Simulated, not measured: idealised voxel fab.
Title: Process Module voxel transistor to metal
In the cross-section labelled cut, the width is 165 nm and each square cell is 5 nm.
A cross-section in this document is a grid of square cells, and it is written down as bands, the top band listed before the ones below it; a band is made up of one or more rows of cells. Read a band's entry like this: the first values are the height of its top and the height of its bottom in nm, and what follows is the sequence of materials from left to right, each with its width in nm. Note that "air" is empty space, and that a single material marked "throughout" reaches across the band from edge to edge. For the purposes of this specification, 0 denotes the height below which the wafer in its as-received condition is composed wholly of one material, and the lowermost band, lacking a lower limit, extends downward without end, as expressed in "0 -> down". So if you see something like "30 to 40" for the width, read it as the top row of the band sitting at the first number and the bottom row at the second, with every row in between moving by the same amount as the last. When a step is marked "same as before", none of the cells in the cross-section changed during that step. Enclosed voids (no open way to top), threshold 8 cells or more, entry "Enclosed voids", notation width x height at distance, distance from left edge, nm. Post-settings text on a step line: simulator's own remark regarding the step. The "overlay nm" setting may appear on a step's line; for a step that uses a mask, it gives how far to the right of its planned position the mask lay, and a negative value indicates the left.
This section lists the process steps that were planned:
1. RECEIVE,material Si
2. CONFORMAL_DEP,material SiO2,thk nm 5
3. CONFORMAL_DEP,material SiN,thk nm 15
4. MASKED_ETCH,tone cover,mask id ACTIVE,width nm 115,etch materials SiN,depth nm 15,overlay nm 0
5. MASKED_ETCH,tone cover,mask id ACTIVE,width nm 115,etch materials SiO2,depth nm 5,overlay nm 0
6. MASKED_ETCH,tone cover,mask id ACTIVE,width nm 115,etch materials Si,depth nm 20,overlay nm 0
7. FILL_DEP,material SiO2,thk nm 15
8. CMP,height nm 20
9. SELECTIVE_ETCH,etch materials SiO2,depth nm 5
10. STRIP,etch materials SiN
11. SELECTIVE_ETCH,etch materials SiO2,depth nm 5
12. OXIDIZE,depth nm 5
13. DIRECTIONAL_DEP,material polySi,thk nm 25
14. DIRECTIONAL_DEP,material SiCN,thk nm 10
15. MASKED_ETCH,tone cover,mask id GATE,width nm 15,etch materials SiCN,depth nm 20,overlay nm 0
16. MASKED_ETCH,tone cover,mask id GATE,width nm 15,etch materials polySi,depth nm 35,overlay nm 0
17. CONFORMAL_DEP,material SiO2,thk nm 5
18. DIRECTIONAL_ETCH,etch materials SiO2,depth nm 5
19. CONFORMAL_DEP,material SiN,thk nm 10
20. DIRECTIONAL_ETCH,etch materials SiN,depth nm 10
21. DIRECTIONAL_ETCH,etch materials SiO2,depth nm 5
22. DIRECTIONAL_ETCH,etch materials Si,depth nm 5
23. EPI,material nSi,thk nm 10
24. FILL_DEP,material SiO2,thk nm 10
25. CMP,height nm 35
26. DIRECTIONAL_DEP,material SiO2,thk nm 15
27. PATTERN,tone open,mask id CONTACT,material resist,width nm 20,pitch nm 75,thk nm 20,overlay nm 0
28. DIRECTIONAL_ETCH,etch materials SiO2,depth nm 50
29. STRIP,etch materials resist
30. CONFORMAL_DEP,material TiN,thk nm 5
31. FILL_DEP,material Ru,thk nm 10
32. CMP,height nm 50
33. CONFORMAL_DEP,material SiN,thk nm 5
34. DIRECTIONAL_DEP,material lowk,thk nm 15
35. PATTERN,tone open,mask id METAL_1,material resist,width nm 20,pitch nm 75,thk nm 15,overlay nm 0
36. DIRECTIONAL_ETCH,etch materials lowk,depth nm 15
37. DIRECTIONAL_ETCH,etch materials SiN,depth nm 5
38. STRIP,etch materials resist
39. CONFORMAL_DEP,material TiN,thk nm 5
40. FILL_DEP,material Ru,thk nm 5
41. CMP,height nm 70
42. CONFORMAL_DEP,material SiCN,thk nm 5
43. DIRECTIONAL_DEP,material lowk,thk nm 25
44. MASKED_ETCH,tone open,mask id METAL_2_HOLES,width nm 15,pitch nm 75,etch materials lowk,depth nm 25,overlay nm 0
45. DIRECTIONAL_DEP,material aC,thk nm 10
46. PATTERN,tone open,mask id METAL_2,material resist,width nm 20,pitch nm 75,thk nm 25,overlay nm 0
47. DIRECTIONAL_ETCH,etch materials aC,depth nm 10
48. STRIP,etch materials resist
49. DIRECTIONAL_ETCH,etch materials lowk,depth nm 15
50. DIRECTIONAL_ETCH,etch materials SiCN,depth nm 5
51. STRIP,etch materials aC
52. CONFORMAL_DEP,material TiN,thk nm 5
53. FILL_DEP,material Ru,thk nm 10
54. CMP,height nm 100
55. CONFORMAL_DEP,material SiCN,thk nm 5
As-received state of the wafer in cross-section, equivalent to post-step 1:
  0 -> down  Si throughout
  Enclosed voids: none
Post-module cross-section of the first of two wafers (run per plan):
  105 -> 100  SiCN throughout
  100 -> 90  lowk=35, then TiN=5, then Ru=10, then TiN=5, then lowk=55, then TiN=5, then Ru=10, then TiN=5, then lowk=35
  90 -> 85  lowk=35, then TiN=5, then Ru=5, then TiN=10, then lowk=55, then TiN=5, then Ru=5, then TiN=10, then lowk=35
  85 -> 75  lowk=35, then TiN=5, then Ru=5, then TiN=5, then lowk=60, then TiN=5, then Ru=5, then TiN=5, then lowk=40
  75 -> 70  SiCN=35, then TiN=15, then SiCN=60, then TiN=15, then SiCN=40
  70 -> 55  lowk=35, then TiN=5, then Ru=10, then TiN=5, then lowk=55, then TiN=5, then Ru=10, then TiN=5, then lowk=35
  55 -> 50  SiN=35, then TiN=20, then SiN=55, then TiN=20, then SiN=35
  50 -> 35  SiO2=35, then TiN=5, then Ru=10, then TiN=5, then SiO2=55, then TiN=5, then Ru=10, then TiN=5, then SiO2=35
  35 -> 25  SiO2=35, then TiN=5, then Ru=10, then TiN=5, then SiO2=5, then SiN=10, then SiO2=5, then SiCN=15, then SiO2=5, then SiN=10, then SiO2=5, then TiN=5, then Ru=10, then TiN=5, then SiO2=35
  25 -> 10  SiO2=35, then TiN=5, then Ru=10, then TiN=5, then SiO2=5, then SiN=10, then SiO2=5, then polySi=15, then SiO2=5, then SiN=10, then SiO2=5, then TiN=5, then Ru=10, then TiN=5, then SiO2=35
  10 -> 5  SiO2=25, then SiN=10, then TiN=20, then SiO2=5, then SiN=10, then SiO2=5, then polySi=15, then SiO2=5, then SiN=10, then SiO2=5, then TiN=20, then SiN=10, then SiO2=25
  5 -> 0  SiO2=25, then SiN=10, then nSi=10, then TiN=5, then nSi=10, then SiN=10, then SiO2=5, then polySi=15, then SiO2=5, then SiN=10, then nSi=10, then TiN=5, then nSi=10, then SiN=10, then SiO2=25
  0 -> -5  SiO2=35, then nSi=25, then SiO2=45, then nSi=25, then SiO2=35
  -5 -> -10  SiO2=25, then Si=10, then nSi=25, then Si=45, then nSi=25, then Si=10, then SiO2=25
  -10 -> -20  SiO2=25, then Si=115, then SiO2=25
  -20 -> down  Si throughout
  Enclosed voids: none
Cross-sectional view: second of two wafers, end of module; start and plan identical to the first, one mistake in running:
  105 -> 100  SiCN throughout
  100 -> 90  lowk=35, then TiN=5, then Ru=10, then TiN=5, then lowk=55, then TiN=5, then Ru=10, then TiN=5, then lowk=35
  90 -> 85  lowk=35, then TiN=5, then Ru=5, then TiN=10, then lowk=55, then TiN=5, then Ru=5, then TiN=10, then lowk=35
  85 -> 75  lowk=35, then TiN=5, then Ru=5, then TiN=5, then lowk=60, then TiN=5, then Ru=5, then TiN=5, then lowk=40
  75 -> 70  SiCN=35, then TiN=15, then SiCN=60, then TiN=15, then SiCN=40
  70 -> 55  lowk=30, then TiN=5, then Ru=10, then TiN=5, then lowk=55, then TiN=5, then Ru=10, then TiN=5, then lowk=40
  55 -> 50  SiN=30, then TiN=20, then SiN=55, then TiN=20, then SiN=40
  50 -> 35  SiO2=35, then TiN=5, then Ru=10, then TiN=5, then SiO2=55, then TiN=5, then Ru=10, then TiN=5, then SiO2=35
  35 -> 25  SiO2=35, then TiN=5, then Ru=10, then TiN=5, then SiO2=5, then SiN=10, then SiO2=5, then SiCN=15, then SiO2=5, then SiN=10, then SiO2=5, then TiN=5, then Ru=10, then TiN=5, then SiO2=35
  25 -> 10  SiO2=35, then TiN=5, then Ru=10, then TiN=5, then SiO2=5, then SiN=10, then SiO2=5, then polySi=15, then SiO2=5, then SiN=10, then SiO2=5, then TiN=5, then Ru=10, then TiN=5, then SiO2=35
  10 -> 5  SiO2=25, then SiN=10, then TiN=20, then SiO2=5, then SiN=10, then SiO2=5, then polySi=15, then SiO2=5, then SiN=10, then SiO2=5, then TiN=20, then SiN=10, then SiO2=25
  5 -> 0  SiO2=25, then SiN=10, then nSi=10, then TiN=5, then nSi=10, then SiN=10, then SiO2=5, then polySi=15, then SiO2=5, then SiN=10, then nSi=10, then TiN=5, then nSi=10, then SiN=10, then SiO2=25
  0 -> -5  SiO2=35, then nSi=25, then SiO2=45, then nSi=25, then SiO2=35
  -5 -> -10  SiO2=25, then Si=10, then nSi=25, then Si=45, then nSi=25, then Si=10, then SiO2=25
  -10 -> -20  SiO2=25, then Si=115, then SiO2=25
  -20 -> down  Si throughout
  Enclosed voids: none
Finding, execution versus plan: so step 35 ended up running with a different setting than we planned, it ran as PATTERN,tone open,mask id METAL_1,material resist,width nm 20,pitch nm 75,thk nm 15,overlay nm -5
Tallied in cells, the final second wafer holds each material in the same quantity as the first, although not at the same places.
